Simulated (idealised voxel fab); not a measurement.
process module | voxel self aligned vias
cross-section cut | 205 nm wide | cells 5 nm
A cross-section is a grid of square cells, given in bands from the top down. A band is one or more rows of cells.
Each band's line starts with the height of the band's top and of its bottom, in nm. Then come its materials from left to right, each with its width in nm. One material with "throughout" fills the band from edge to edge. "air" is empty space.
Height 0 is the level under which the wafer as received is all one material. The lowest band goes on downwards, as in "0 down".
A width such as "30 to 40" changes by the same amount from each row of cells to the next, from the band's top row to its bottom row.
"no change" after a step means that no cell of the cross-section changed.
closed voids: empty space of 8 cells or more with no open way to the top, each as width x height at its distance from the left edge, in nm
after a step's settings: what the simulator itself notes on the step
overlay nm, on a step with a mask: how far to the right of its planned place the mask lay; to the left if negative
plan
1 op RECEIVE | material Si
2 op CONFORMAL_DEP | material SiO2 | thk nm 10
3 op CONFORMAL_DEP | material SiCN | thk nm 5
4 op DIRECTIONAL_DEP | material lowk | thk nm 30
5 op MASKED_ETCH | tone open | mask id LINES | width nm 20 | pitch nm 65 | etch materials lowk | depth nm 30 | overlay nm 0
6 op CONFORMAL_DEP | material TiN | thk nm 5
7 op FILL_DEP | material W | thk nm 5
8 op CMP | height nm 45
9 op SELECTIVE_ETCH | etch materials W Ru TiN | depth nm 5
10 op FILL_DEP | material SiN | thk nm 5
11 op CMP | height nm 45
12 op DIRECTIONAL_DEP | material lowk | thk nm 15
13 op PATTERN | tone open | mask id VIAS | material resist | width nm 40 | pitch nm 65 | thk nm 20 | overlay nm 0
14 op DIRECTIONAL_ETCH | etch materials lowk | depth nm 15
15 op DIRECTIONAL_ETCH | etch materials SiN | depth nm 5
16 op STRIP | etch materials resist
17 op CONFORMAL_DEP | material TiN | thk nm 5
18 op FILL_DEP | material Cu | thk nm 10
19 op CMP | height nm 60
20 op CONFORMAL_DEP | material SiCN | thk nm 5
as received, after step 1
  0 down: Si throughout
  closed voids: none
a wafer at the end: this start, this plan, one mistake
  65 to 60: SiCN throughout
  60 to 55: Cu throughout
  55 to 50: TiN 20 | Cu 30 | TiN 35 | Cu 30 | TiN 35 | Cu 30 | TiN 25
  50 to 45: lowk 15 | TiN 5 | Cu 30 | TiN 5 | lowk 25 | TiN 5 | Cu 30 | TiN 5 | lowk 25 | TiN 5 | Cu 30 | TiN 5 | lowk 20
  45 to 40: lowk 15 | TiN 40 | lowk 25 | TiN 40 | lowk 25 | TiN 40 | lowk 20
  40 to 35: lowk 15 | TiN 15 | W 10 | TiN 15 | lowk 25 | TiN 15 | W 10 | TiN 15 | lowk 25 | TiN 15 | W 10 | TiN 15 | lowk 20
  35 to 20: lowk 25 | TiN 5 | W 10 | TiN 5 | lowk 45 | TiN 5 | W 10 | TiN 5 | lowk 45 | TiN 5 | W 10 | TiN 5 | lowk 30
  20 to 15: lowk 25 | TiN 20 | lowk 45 | TiN 20 | lowk 45 | TiN 20 | lowk 30
  15 to 10: SiCN throughout
  10 to 0: SiO2 throughout
  0 down: Si throughout
  closed voids: none
what went wrong: step 12 ran as: op DIRECTIONAL_DEP | material lowk | thk nm 5
